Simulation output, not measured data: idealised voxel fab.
process module | voxel ribs on slabs
cross-section cut | 140 nm wide | cells 5 nm
A cross-section is a grid of square cells, given in bands from the top down. A band is one or more rows of cells.
Each band's line starts with the height of the band's top and of its bottom, in nm. Then come its materials from left to right, each with its width in nm. One material with "throughout" fills the band from edge to edge. "air" is empty space.
Height 0 is the level under which the wafer as received is all one material. The lowest band goes on downwards, as in "0 down".
A width such as "30 to 40" changes by the same amount from each row of cells to the next, from the band's top row to its bottom row.
"no change" after a step means that no cell of the cross-section changed.
closed voids: empty space of 8 cells or more with no open way to the top, each as width x height at its distance from the left edge, in nm
after a step's settings: what the simulator itself notes on the step
overlay nm, on a step with a mask: how far to the right of its planned place the mask lay; to the left if negative
plan
1 op RECEIVE | material Si
2 op DIRECTIONAL_DEP | material SiO2 | thk nm 20
3 op DIRECTIONAL_DEP | material SiN | thk nm 15
4 op DIRECTIONAL_DEP | material aC | thk nm 15
5 op PATTERN | tone cover | mask id RIB | material resist | width nm 25 | thk nm 35 | overlay nm 0
6 op DIRECTIONAL_ETCH | etch materials aC | depth nm 15
7 op STRIP | etch materials resist
8 op DIRECTIONAL_ETCH | etch materials SiN | depth nm 10
9 op STRIP | etch materials aC
10 op DIRECTIONAL_DEP | material aC | thk nm 10
11 op PATTERN | tone cover | mask id SLAB | material resist | width nm 75 | thk nm 30 | overlay nm 0
12 op DIRECTIONAL_ETCH | etch materials aC | depth nm 10
13 op STRIP | etch materials resist
14 op DIRECTIONAL_ETCH | etch materials SiN | depth nm 5
15 op STRIP | etch materials aC
16 op FILL_DEP | material SiO2 | thk nm 20
17 op CMP | height nm 50
18 op DIRECTIONAL_DEP | material W | thk nm 10
19 op MASKED_ETCH | tone cover | mask id HEATER | width nm 35 | etch materials W | depth nm 10 | overlay nm 0
20 op CONFORMAL_DEP | material SiO2 | thk nm 10
as received, after step 1
  0 down: Si throughout
  closed voids: none
first wafer at the end, as planned
  70 to 60: air 40 | SiO2 55 | air 45
  60 to 50: SiO2 50 | W 35 | SiO2 55
  50 to 35: SiO2 throughout
  35 to 25: SiO2 55 | SiN 25 | SiO2 60
  25 to 20: SiO2 30 | SiN 75 | SiO2 35
  20 to 0: SiO2 throughout
  0 down: Si throughout
  closed voids: none
second wafer at the end: like start, like plan, one mistake
  70 to 60: air 40 | SiO2 55 | air 45
  60 to 50: SiO2 50 | W 35 | SiO2 55
  50 to 35: SiO2 throughout
  35 to 25: SiO2 55 | SiN 25 | SiO2 60
  25 to 20: SiO2 35 | SiN 65 | SiO2 40
  20 to 0: SiO2 throughout
  0 down: Si throughout
  closed voids: none
what went wrong: step 11 ran as: op PATTERN | tone cover | mask id SLAB | material resist | width nm 65 | thk nm 30 | overlay nm 0
at the end the second wafer has, in cells: 2 fewer of SiN | 2 more of SiO2
